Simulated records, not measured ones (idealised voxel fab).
voxel wiring stack: a process module
FYI the section here is cut, 215 nm wide, cells are 5 nm squares.
A cross-section is a grid of square cells, given in bands from the top down. A band is one or more rows of cells. In this notation a band is specified by the heights of its top and bottom, in that order and in nm, after which its materials appear from left to right, each paired with its width in nm. The word "all across" attached to a single material means that material fills the band from edge to edge; the word "empty" stands for empty space. Heights from 0 (as-received wafer is one material below). Bottom band endless downward, as "0..down". The expression "30->40" gives the width at the extremes of the band, the first number at its top row of cells and the second at its bottom row, with the width changing by equal amounts from each row to the next in between. No cell of the cross-section changed in a step that is given as "no modifications". The entry titled "Closed void inventory" provides the empty spaces that have no open way to the top, restricted to those of 8 cells or more. Each is presented as width x height at distance, the distance being measured from the left edge, with all three in nm. If you see something after the settings on a step's line, that's the simulator's own remark about that step. overlay nm: step with mask; distance mask lay right of planned place; negative value = left of planned place.

[plan]
- 1: RECEIVE [material Si]
- 2: CONFORMAL_DEP [material SiO2] [thk nm 15]
- 3: CONFORMAL_DEP [material SiCN] [thk nm 5]
- 4: DIRECTIONAL_DEP [material SiO2] [thk nm 25]
- 5: PATTERN [tone open] [mask id METAL_1] [material resist] [width nm 20] [pitch nm 45] [thk nm 15] [overlay nm 0]
- 6: DIRECTIONAL_ETCH [etch materials SiO2] [depth nm 25]
- 7: DIRECTIONAL_ETCH [etch materials SiCN] [depth nm 5]
- 8: STRIP [etch materials resist]
- 9: CONFORMAL_DEP [material TiN] [thk nm 5]
- 10: FILL_DEP [material W] [thk nm 10]
- 11: CMP [height nm 45]
- 12: CONFORMAL_DEP [material SiCN] [thk nm 5]
- 13: DIRECTIONAL_DEP [material lowk] [thk nm 10]
- 14: PATTERN [tone open] [mask id PLUG_1] [material resist] [width nm 15] [pitch nm 90] [thk nm 20] [overlay nm 0]
- 15: DIRECTIONAL_ETCH [etch materials lowk] [depth nm 10]
- 16: DIRECTIONAL_ETCH [etch materials SiCN] [depth nm 5]
- 17: STRIP [etch materials resist]
- 18: CONFORMAL_DEP [material TiN] [thk nm 5]
- 19: FILL_DEP [material Cu] [thk nm 5]
- 20: CMP [height nm 60]
- 21: CONFORMAL_DEP [material SiCN] [thk nm 5]
- 22: DIRECTIONAL_DEP [material lowk] [thk nm 20]
- 23: DIRECTIONAL_DEP [material aC] [thk nm 15]
- 24: PATTERN [tone open] [mask id METAL_2] [material resist] [width nm 20] [pitch nm 45] [thk nm 30] [overlay nm 0]
- 25: DIRECTIONAL_ETCH [etch materials aC] [depth nm 15]
- 26: STRIP [etch materials resist]
- 27: DIRECTIONAL_ETCH [etch materials lowk] [depth nm 20]
- 28: DIRECTIONAL_ETCH [etch materials SiCN] [depth nm 5]
- 29: STRIP [etch materials aC]
- 30: CONFORMAL_DEP [material TiN] [thk nm 5]
- 31: FILL_DEP [material Ru] [thk nm 10]
- 32: CMP [height nm 85]
- 33: CONFORMAL_DEP [material SiCN] [thk nm 5]
- 34: DIRECTIONAL_DEP [material SiO2] [thk nm 30]
- 35: PATTERN [tone open] [mask id METAL_3] [material resist] [width nm 20] [pitch nm 45] [thk nm 20] [overlay nm 0]
- 36: DIRECTIONAL_ETCH [etch materials SiO2] [depth nm 20]
- 37: STRIP [etch materials resist]
- 38: MASKED_ETCH [tone open] [mask id METAL_3_HOLES] [width nm 15] [pitch nm 90] [etch materials SiO2] [depth nm 10] [overlay nm 0]
- 39: MASKED_ETCH [tone open] [mask id METAL_3_HOLES] [width nm 15] [pitch nm 90] [etch materials SiCN] [depth nm 5] [overlay nm 0]
- 40: CONFORMAL_DEP [material TiN] [thk nm 5]
- 41: FILL_DEP [material Cu] [thk nm 5]
- 42: CMP [height nm 120]
- 43: CONFORMAL_DEP [material SiCN] [thk nm 5]

[This is the cross-section of the wafer as we received it, i.e. after step 1]
* 0..down  Si all across
* Closed void inventory: none

[This is how the wafer looks in cross-section once the module is done, given the starting state and plan above and one mistake in carrying the plan out]
* 125..120  SiCN all across
* 120..105  SiO2 (50)  TiN (5)  Cu (10)  TiN (5)  SiO2 (25)  TiN (5)  Cu (10)  TiN (5)  SiO2 (25)  TiN (5)  Cu (10)  TiN (5)  SiO2 (55)
* 105..100  SiO2 (50)  TiN (5)  Cu (5)  TiN (10)  SiO2 (25)  TiN (20)  SiO2 (25)  TiN (5)  Cu (5)  TiN (10)  SiO2 (55)
* 100..90  SiO2 (50)  TiN (5)  Cu (5)  TiN (5)  SiO2 (75)  TiN (5)  Cu (5)  TiN (5)  SiO2 (60)
* 90..85  SiCN (50)  TiN (15)  SiCN (75)  TiN (15)  SiCN (60)
* 85..65  lowk (50)  TiN (5)  Ru (10)  TiN (5)  lowk (25)  TiN (5)  Ru (10)  TiN (5)  lowk (25)  TiN (5)  Ru (10)  TiN (5)  lowk (55)
* 65..60  SiCN (50)  TiN (20)  SiCN (25)  TiN (20)  SiCN (25)  TiN (20)  SiCN (55)
* 60..50  lowk (50)  TiN (5)  Cu (5)  TiN (5)  lowk (75)  TiN (5)  Cu (5)  TiN (5)  lowk (60)
* 50..45  SiCN (50)  TiN (15)  SiCN (75)  TiN (15)  SiCN (60)
* 45..20  SiO2 (50)  TiN (5)  aC (10)  TiN (5)  SiO2 (25)  TiN (5)  aC (10)  TiN (5)  SiO2 (25)  TiN (5)  aC (10)  TiN (5)  SiO2 (55)
* 20..15  SiCN (50)  TiN (20)  SiCN (25)  TiN (20)  SiCN (25)  TiN (20)  SiCN (55)
* 15..0  SiO2 all across
* 0..down  Si all across
* Closed void inventory: none
What went wrong in running the wafer? step 10 did not use the planned setting and instead ran as FILL_DEP [material aC] [thk nm 10]
